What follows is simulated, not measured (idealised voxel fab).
process module | voxel self aligned vias
cross-section cut | 290 nm wide | cells 5 nm
A cross-section is a grid of square cells, given in bands from the top down. A band is one or more rows of cells.
Each band's line starts with the height of the band's top and of its bottom, in nm. Then come its materials from left to right, each with its width in nm. One material with "throughout" fills the band from edge to edge. "air" is empty space.
Height 0 is the level under which the wafer as received is all one material. The lowest band goes on downwards, as in "0 down".
A width such as "30 to 40" changes by the same amount from each row of cells to the next, from the band's top row to its bottom row.
"no change" after a step means that no cell of the cross-section changed.
closed voids: empty space of 8 cells or more with no open way to the top, each as width x height at its distance from the left edge, in nm
after a step's settings: what the simulator itself notes on the step
overlay nm, on a step with a mask: how far to the right of its planned place the mask lay; to the left if negative
plan
1 op RECEIVE | material Si
2 op CONFORMAL_DEP | material SiO2 | thk nm 15
3 op CONFORMAL_DEP | material SiCN | thk nm 5
4 op DIRECTIONAL_DEP | material lowk | thk nm 30
5 op DIRECTIONAL_DEP | material aC | thk nm 15
6 op PATTERN | tone open | mask id LINES | material resist | width nm 25 | pitch nm 60 | thk nm 35 | overlay nm 0
7 op DIRECTIONAL_ETCH | etch materials aC | depth nm 15
8 op STRIP | etch materials resist
9 op DIRECTIONAL_ETCH | etch materials lowk | depth nm 30
10 op STRIP | etch materials aC
11 op CONFORMAL_DEP | material TiN | thk nm 5
12 op FILL_DEP | material W | thk nm 10
13 op CMP | height nm 50
14 op SELECTIVE_ETCH | etch materials W Ru TiN | depth nm 5
15 op FILL_DEP | material SiN | thk nm 10
16 op CMP | height nm 50
17 op DIRECTIONAL_DEP | material lowk | thk nm 15
18 op MASKED_ETCH | tone open | mask id VIAS | width nm 45 | pitch nm 60 | etch materials lowk | depth nm 15 | overlay nm 0
19 op MASKED_ETCH | tone open | mask id VIAS | width nm 45 | pitch nm 60 | etch materials SiN | depth nm 5 | overlay nm 0
20 op CONFORMAL_DEP | material TiN | thk nm 5
21 op FILL_DEP | material Cu | thk nm 5
22 op CMP | height nm 65
23 op CONFORMAL_DEP | material SiCN | thk nm 5
as received, after step 1
  0 down: Si throughout
  closed voids: none
a wafer at the end: this start, this plan, one mistake
  70 to 65: SiCN throughout
  65 to 50: lowk 60 | TiN 5 | Cu 35 | TiN 5 | lowk 15 | TiN 5 | Cu 35 | TiN 5 | lowk 15 | TiN 5 | Cu 35 | TiN 5 | lowk 65
  50 to 45: lowk 60 | TiN 45 | lowk 15 | TiN 45 | lowk 15 | TiN 45 | lowk 65
  45 to 35: lowk 60 | TiN 15 | W 15 | TiN 15 | lowk 15 | TiN 15 | W 15 | TiN 15 | lowk 15 | TiN 15 | W 15 | TiN 15 | lowk 65
  35 to 25: lowk 70 | TiN 5 | W 15 | TiN 5 | lowk 35 | TiN 5 | W 15 | TiN 5 | lowk 35 | TiN 5 | W 15 | TiN 5 | lowk 75
  25 to 20: lowk 70 | TiN 25 | lowk 35 | TiN 25 | lowk 35 | TiN 25 | lowk 75
  20 to 15: SiCN throughout
  15 to 0: SiO2 throughout
  0 down: Si throughout
  closed voids: none
what went wrong: step 18 was run twice
